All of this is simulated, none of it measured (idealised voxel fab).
You're looking at the process module voxel double patterning.
Shown is cross-section cut, with a width of 160 nm and square cells of size 5 nm.
Throughout this document, each cross-section is represented as a grid of square cells and is presented as a sequence of bands enumerated from the top downward, where a band comprises one or more rows of cells. Per band: top height and bottom height in nm, followed by the left-to-right materials and their widths in nm; "all across" marks a single material spanning edge to edge, "air" marks empty space. Beneath 0, the wafer as received is one material, and that level is where height counting begins. The lowest band goes on downward without a bottom; it is written like "z 0 and below". When a width is written as two numbers, as in "30 to 40", the first number is the width in the top row of cells of the band and the second is the width in its bottom row, and the width changes by the same amount from each row to the next. When a step is marked "no change occurred", none of the cells in the cross-section changed during that step. In the "Enclosed void catalog" entry, you get each enclosed empty space of 8 cells or more, one with no open way to the top, written width x height at distance, distance from the left edge, in nm. Heads up: the bit after the settings on a step's line is the simulator's remark on that step. The optional step-line setting "overlay nm" applies to steps with a mask and quantifies how far to the right of its planned location the mask lay, a negative value indicating leftward placement.

Plan:
1: RECEIVE with material Si
2: CONFORMAL_DEP with material SiO2, thk nm 10
3: DIRECTIONAL_DEP with material W, thk nm 20
4: DIRECTIONAL_DEP with material SiCN, thk nm 5
5: MASKED_ETCH with tone open, mask id FIRST, width nm 15, pitch nm 50, etch materials SiCN, depth nm 5, overlay nm 0
6: MASKED_ETCH with tone open, mask id SECOND, width nm 15, pitch nm 50, etch materials SiCN, depth nm 5, overlay nm 0
7: DIRECTIONAL_ETCH with etch materials W, depth nm 20
8: STRIP with etch materials SiCN

First of two wafers, processed according to plan:

Cross-section, incoming material, after step 1:
z 0 and below  Si all across
Enclosed void catalog: none

After step 2, in cross-section:
z 10 to 0  SiO2 all across
Nothing below the height 0 has changed.

After step 3, in cross-section:
z 30 to 10  W all across
Nothing below the height 10 has changed.

After step 4, in cross-section:
z 35 to 30  SiCN all across
Nothing below the height 30 has changed.

After step 5, in cross-section:
z 35 to 30  SiCN 20 nm, air 15 nm, SiCN 35 nm, air 15 nm, SiCN 35 nm, air 15 nm, SiCN 25 nm
Nothing below the height 30 has changed.

After step 6, in cross-section:
z 35 to 30  SiCN 20 nm, air 15 nm, SiCN 10 nm, air 15 nm, SiCN 10 nm, air 15 nm, SiCN 10 nm, air 15 nm, SiCN 10 nm, air 15 nm, SiCN 25 nm
Nothing below the height 30 has changed.

After step 7, in cross-section:
z 35 to 30  SiCN 20 nm, air 15 nm, SiCN 10 nm, air 15 nm, SiCN 10 nm, air 15 nm, SiCN 10 nm, air 15 nm, SiCN 10 nm, air 15 nm, SiCN 25 nm
z 30 to 10  W 20 nm, air 15 nm, W 10 nm, air 15 nm, W 10 nm, air 15 nm, W 10 nm, air 15 nm, W 10 nm, air 15 nm, W 25 nm
Nothing below the height 10 has changed.

After step 8, in cross-section:
z 30 to 10  W 20 nm, air 15 nm, W 10 nm, air 15 nm, W 10 nm, air 15 nm, W 10 nm, air 15 nm, W 10 nm, air 15 nm, W 25 nm
Nothing below the height 10 has changed.

The Second Wafer: Common Origin and Plan, One Mistake in Execution, Identical to the First Through Step 7:

What the second wafer looks like in cross-section when step 8 should have wrapped up: no change occurred
Finding, execution versus plan: the plan's step 8 went unexecuted, having been skipped
Materials where the second wafer ends with more or fewer cells than the first: SiCN: 17 more
